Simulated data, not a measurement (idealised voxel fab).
process module | voxel released beams
cross-section cut | 260 nm wide | cells 5 nm
A cross-section is a grid of square cells, given in bands from the top down. A band is one or more rows of cells.
Each band's line starts with the height of the band's top and of its bottom, in nm. Then come its materials from left to right, each with its width in nm. One material with "throughout" fills the band from edge to edge. "air" is empty space.
Height 0 is the level under which the wafer as received is all one material. The lowest band goes on downwards, as in "0 down".
A width such as "30 to 40" changes by the same amount from each row of cells to the next, from the band's top row to its bottom row.
"no change" after a step means that no cell of the cross-section changed.
closed voids: empty space of 8 cells or more with no open way to the top, each as width x height at its distance from the left edge, in nm
after a step's settings: what the simulator itself notes on the step
overlay nm, on a step with a mask: how far to the right of its planned place the mask lay; to the left if negative
plan
1 op RECEIVE | material Si
2 op CONFORMAL_DEP | material Al2O3 | thk nm 5
3 op DIRECTIONAL_DEP | material SiO2 | thk nm 10
4 op PATTERN | tone open | mask id ANCHOR | material resist | width nm 35 | thk nm 20 | overlay nm 0
5 op DIRECTIONAL_ETCH | etch materials SiO2 | depth nm 10
6 op STRIP | etch materials resist
7 op CONFORMAL_DEP | material SiN | thk nm 10
8 op DIRECTIONAL_DEP | material aC | thk nm 15
9 op PATTERN | tone cover | mask id BEAM | material resist | width nm 90 | thk nm 35 | overlay nm 0
10 op DIRECTIONAL_ETCH | etch materials aC | depth nm 15
11 op STRIP | etch materials resist
12 op DIRECTIONAL_ETCH | etch materials SiN | depth nm 10
13 op STRIP | etch materials aC
14 op STRIP | etch materials SiO2
as received, after step 1
  0 down: Si throughout
  closed voids: none
first wafer at the end, as planned
  25 to 15: air 80 | SiN 15 | air 15 | SiN 60 | air 90
  15 to 5: air 85 | SiN 35 | air 140
  5 to 0: Al2O3 throughout
  0 down: Si throughout
  closed voids: none
second wafer at the end: like start, like plan, one mistake
  25 to 15: air 80 | SiN 15 | air 15 | SiN 60 | air 90
  15 to 5: air 85 | SiN 35 | air 140
  5 to 0: aC throughout
  0 down: Si throughout
  closed voids: none
what went wrong: step 2 ran as: op CONFORMAL_DEP | material aC | thk nm 5
at the end the second wafer has, in cells: 52 fewer of Al2O3 | 52 more of aC
